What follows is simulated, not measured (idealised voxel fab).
process module | voxel capacitor over wiring
cross-section cut | 185 nm wide | cells 5 nm
A cross-section is a grid of square cells, given in bands from the top down. A band is one or more rows of cells.
Each band's line starts with the height of the band's top and of its bottom, in nm. Then come its materials from left to right, each with its width in nm. One material with "throughout" fills the band from edge to edge. "air" is empty space.
Height 0 is the level under which the wafer as received is all one material. The lowest band goes on downwards, as in "0 down".
A width such as "30 to 40" changes by the same amount from each row of cells to the next, from the band's top row to its bottom row.
"no change" after a step means that no cell of the cross-section changed.
closed voids: empty space of 8 cells or more with no open way to the top, each as width x height at its distance from the left edge, in nm
after a step's settings: what the simulator itself notes on the step
overlay nm, on a step with a mask: how far to the right of its planned place the mask lay; to the left if negative
plan
1 op RECEIVE | material Si
2 op CONFORMAL_DEP | material SiO2 | thk nm 10
3 op CONFORMAL_DEP | material SiCN | thk nm 5
4 op DIRECTIONAL_DEP | material lowk | thk nm 15
5 op MASKED_ETCH | tone open | mask id METAL_1 | width nm 30 | pitch nm 85 | etch materials lowk | depth nm 15 | overlay nm 0
6 op MASKED_ETCH | tone open | mask id METAL_1 | width nm 30 | pitch nm 85 | etch materials SiCN | depth nm 5 | overlay nm 0
7 op CONFORMAL_DEP | material TiN | thk nm 5
8 op FILL_DEP | material Cu | thk nm 5
9 op CMP | height nm 30
10 op CONFORMAL_DEP | material SiCN | thk nm 5
11 op DIRECTIONAL_DEP | material SiO2 | thk nm 10
12 op PATTERN | tone open | mask id PLUG_1 | material resist | width nm 15 | thk nm 20 | overlay nm 0
13 op DIRECTIONAL_ETCH | etch materials SiO2 | depth nm 10
14 op DIRECTIONAL_ETCH | etch materials SiCN | depth nm 5
15 op STRIP | etch materials resist
16 op CONFORMAL_DEP | material TiN | thk nm 5
17 op FILL_DEP | material Cu | thk nm 5
18 op CMP | height nm 45
19 op DIRECTIONAL_DEP | material TiN | thk nm 5
20 op DIRECTIONAL_DEP | material SiN | thk nm 5
21 op DIRECTIONAL_DEP | material TiN | thk nm 5
22 op PATTERN | tone cover | mask id UPPER_PLATE | material resist | width nm 60 | thk nm 20 | overlay nm 0
23 op DIRECTIONAL_ETCH | etch materials TiN | depth nm 5
24 op DIRECTIONAL_ETCH | etch materials SiN | depth nm 5
25 op STRIP | etch materials resist
26 op PATTERN | tone cover | mask id LOWER_PLATE | material resist | width nm 70 | thk nm 20 | overlay nm 0
27 op DIRECTIONAL_ETCH | etch materials TiN | depth nm 5
28 op STRIP | etch materials resist
29 op FILL_DEP | material SiO2 | thk nm 20
30 op CMP | height nm 75
31 op MASKED_ETCH | tone open | mask id PLUG_2 | width nm 15 | etch materials SiO2 | depth nm 15 | overlay nm 0
32 op CONFORMAL_DEP | material TiN | thk nm 5
33 op FILL_DEP | material Ru | thk nm 5
34 op CMP | height nm 75
35 op CONFORMAL_DEP | material SiCN | thk nm 5
as received, after step 1
  0 down: Si throughout
  closed voids: none
a wafer at the end: this start, this plan, one mistake
  80 to 75: SiCN throughout
  75 to 65: SiO2 60 | TiN 5 | Ru 5 | TiN 5 | SiO2 110
  65 to 55: SiO2 60 to 50 | TiN 15 to 60 | SiO2 110 to 75
  55 to 50: SiO2 50 | SiN 60 | SiO2 75
  50 to 45: SiO2 45 | TiN 70 | SiO2 70
  45 to 35: SiO2 50 | TiN 5 | Cu 5 | TiN 5 | SiO2 120
  35 to 30: SiCN 50 | TiN 15 | SiCN 120
  30 to 20: lowk 30 | TiN 5 | Cu 20 | TiN 5 | lowk 55 | TiN 5 | Cu 20 | TiN 5 | lowk 40
  20 to 15: lowk 30 | TiN 10 | Cu 15 | TiN 5 | lowk 55 | TiN 10 | Cu 15 | TiN 5 | lowk 40
  15 to 10: SiCN 35 | TiN 25 | SiCN 60 | TiN 25 | SiCN 40
  10 to 0: SiO2 throughout
  0 down: Si throughout
  closed voids: none
what went wrong: step 5 ran as: op MASKED_ETCH | tone open | mask id METAL_1 | width nm 30 | pitch nm 85 | etch materials lowk | depth nm 15 | overlay nm -5
